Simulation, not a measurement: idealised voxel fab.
Process module in this document: voxel gate over fins
The figure presents cross-section cut, which has a width of 215 nm and is divided into square cells with an edge length of 5 nm.
How to read a cross-section here: the picture is a grid of square cells, written as bands going from the top down, and any band can span one or more rows of cells.
Read a band's entry like this: the first values are the height of its top and the height of its bottom in nm, and what follows is the sequence of materials from left to right, each with its width in nm. Note that "air" is empty space, and that a single material marked "all across" reaches across the band from edge to edge.
All heights in this document are referenced to 0, defined as the level beneath which the wafer, as received, consists entirely of one material. The lowest band is not bounded below; it extends indefinitely downward and is written in the form "z 0 and below".
With a width like "30 to 40", each row of cells in the band differs from the next by the same amount, the top row carrying the first number and the bottom row the second.
"no change occurred" (step): cross-section cells unchanged, all of them.
Closed empty spaces (no open way to the top) of 8 cells or more are what "Enclosed internal cavities" lists, each as width x height at distance from the left edge, nm for all three.
Step line, after settings: the simulator's comment on this step.
"overlay nm" denotes, for a step that has a mask, the displacement of the mask to the right of its planned place, with negative values corresponding to the left.
**Below is the list of planned process steps**
1,RECEIVE [material Si]
2,CONFORMAL_DEP [material SiN] [thk nm 10]
3,DIRECTIONAL_DEP [material aC] [thk nm 10]
4,PATTERN [tone cover] [mask id FINS] [material resist] [width nm 15] [pitch nm 45] [thk nm 25] [overlay nm 0]
5,DIRECTIONAL_ETCH [etch materials aC] [depth nm 10]
6,STRIP [etch materials resist]
7,DIRECTIONAL_ETCH [etch materials SiN] [depth nm 10]
8,DIRECTIONAL_ETCH [etch materials Si] [depth nm 35]
9,STRIP [etch materials aC]
10,FILL_DEP [material SiO2] [thk nm 15]
11,CMP [height nm 10]
12,SELECTIVE_ETCH [etch materials SiO2] [depth nm 25]
13,STRIP [etch materials SiN]
14,CONFORMAL_DEP [material HfO2] [thk nm 5]
15,CONFORMAL_DEP [material TiN] [thk nm 5]
16,FILL_DEP [material W] [thk nm 10]
17,CMP [height nm 15]
18,CONFORMAL_DEP [material SiCN] [thk nm 10]
The value of width nm given for step 4 in the plan refers to the first wafer; the wafers vary in this setting and are alike at the start.
**Here's the first of the wafers in cross-section, just as we got it, i.e. after step 1**
- z 0 and below  Si all across
- Enclosed internal cavities: none
**End of module, by wafer: material-by-material cell gain (+) or loss (-) since receipt, then closed voids**
width nm 15 | +61 HfO2 | -238 Si | +86 SiCN | +136 SiO2 | +61 TiN | +109 W | Enclosed internal cavities: none
width nm 20 | +61 HfO2 | -217 Si | +86 SiCN | +124 SiO2 | +61 TiN | +100 W | Enclosed internal cavities: none
width nm 25 | +61 HfO2 | -196 Si | +86 SiCN | +112 SiO2 | +61 TiN | +91 W | Enclosed internal cavities: none
width nm 30 | +61 HfO2 | -175 Si | +86 SiCN | +100 SiO2 | +55 TiN | +88 W | Enclosed internal cavities: none
